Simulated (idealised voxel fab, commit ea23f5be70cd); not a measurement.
Process module name: voxel tone inversion
The cross-section shown here is cut; it is 225 nm wide and divided into square cells measuring 5 nm on a side.
Just so we're on the same page, the cross-sections are grids of square cells, and they're listed out in bands top to bottom, each band one or more rows deep.
Band: top height; bottom height; in nm. Then, left to right: material with width in nm, for each material. "throughout": a single material spanning edge to edge. "empty": empty space.
All heights in this document are referenced to 0, defined as the level beneath which the wafer, as received, consists entirely of one material. The lowest band is not bounded below; it extends indefinitely downward and is written in the form "0 and below".
A two-number width, for instance "30 to 40", indicates that the width is equal to the first number in the top row of the band and to the second number in the bottom row, and that it changes by a constant amount per row of cells.
"left unchanged" means the step left every cell of the cross-section as it was.
The label "Cavities, sealed" introduces a list of the empty spaces, 8 cells or larger, that have no open way up to the top; each entry in it reads width x height at distance, where the distance is taken from the left edge and all three are stated in nm.
Post-settings text on a step line: simulator's own remark regarding the step.
"overlay nm", when on a step's line for a step with a mask, measures how far to the right of its planned place the mask lay; a negative measure means to the left.

Planned step list for the process:
1,RECEIVE, material Si
2,CONFORMAL_DEP, material SiCN, thk nm 10
3,DIRECTIONAL_DEP, material aC, thk nm 15
4,PATTERN, tone cover, mask id POSTS, material resist, width nm 20, pitch nm 40, thk nm 20, overlay nm 0
5,DIRECTIONAL_ETCH, etch materials aC, depth nm 15
6,STRIP, etch materials resist
7,FILL_DEP, material SiO2, thk nm 10
8,CMP, height nm 25
9,STRIP, etch materials aC
10,CONFORMAL_DEP, material TiN, thk nm 5
11,FILL_DEP, material W, thk nm 10
12,CMP, height nm 25
13,CONFORMAL_DEP, material SiN, thk nm 5

Incoming wafer, cross-sectional view, post step 1:
    0 and below  Si throughout
    Cavities, sealed: none

Module complete - cross-section of the first of two wafers, run according to plan:
    30 down to 25  SiN throughout
    25 down to 15  40 of SiO2  5 of TiN  10 of W  5 of TiN  20 of SiO2  5 of TiN  10 of W  5 of TiN  20 of SiO2  5 of TiN  10 of W  5 of TiN  20 of SiO2  5 of TiN  10 of W  5 of TiN  45 of SiO2
    15 down to 10  40 of SiO2  20 of TiN  20 of SiO2  20 of TiN  20 of SiO2  20 of TiN  20 of SiO2  20 of TiN  45 of SiO2
    10 down to 0  SiCN throughout
    0 and below  Si throughout
    Cavities, sealed: none

Second wafer through the module, sectioned at the end: same beginning and same plan as the first wafer, with one mistake in carrying it out:
    30 down to 25  SiN throughout
    25 down to 15  40 of SiO2  5 of TiN  15 of W  5 of TiN  15 of SiO2  5 of TiN  15 of W  5 of TiN  15 of SiO2  5 of TiN  15 of W  5 of TiN  15 of SiO2  5 of TiN  15 of W  5 of TiN  40 of SiO2
    15 down to 10  40 of SiO2  25 of TiN  15 of SiO2  25 of TiN  15 of SiO2  25 of TiN  15 of SiO2  25 of TiN  40 of SiO2
    10 down to 0  SiCN throughout
    0 and below  Si throughout
    Cavities, sealed: none
Plan not followed: step 4 was processed under conditions differing from the plan, specifically as PATTERN, tone cover, mask id POSTS, material resist, width nm 25, pitch nm 40, thk nm 20, overlay nm 0
Once processing is complete, comparing cell counts shows that the second wafer has more or fewer of certain materials than the first: 12 fewer of SiO2 | 4 more of TiN | 8 more of W
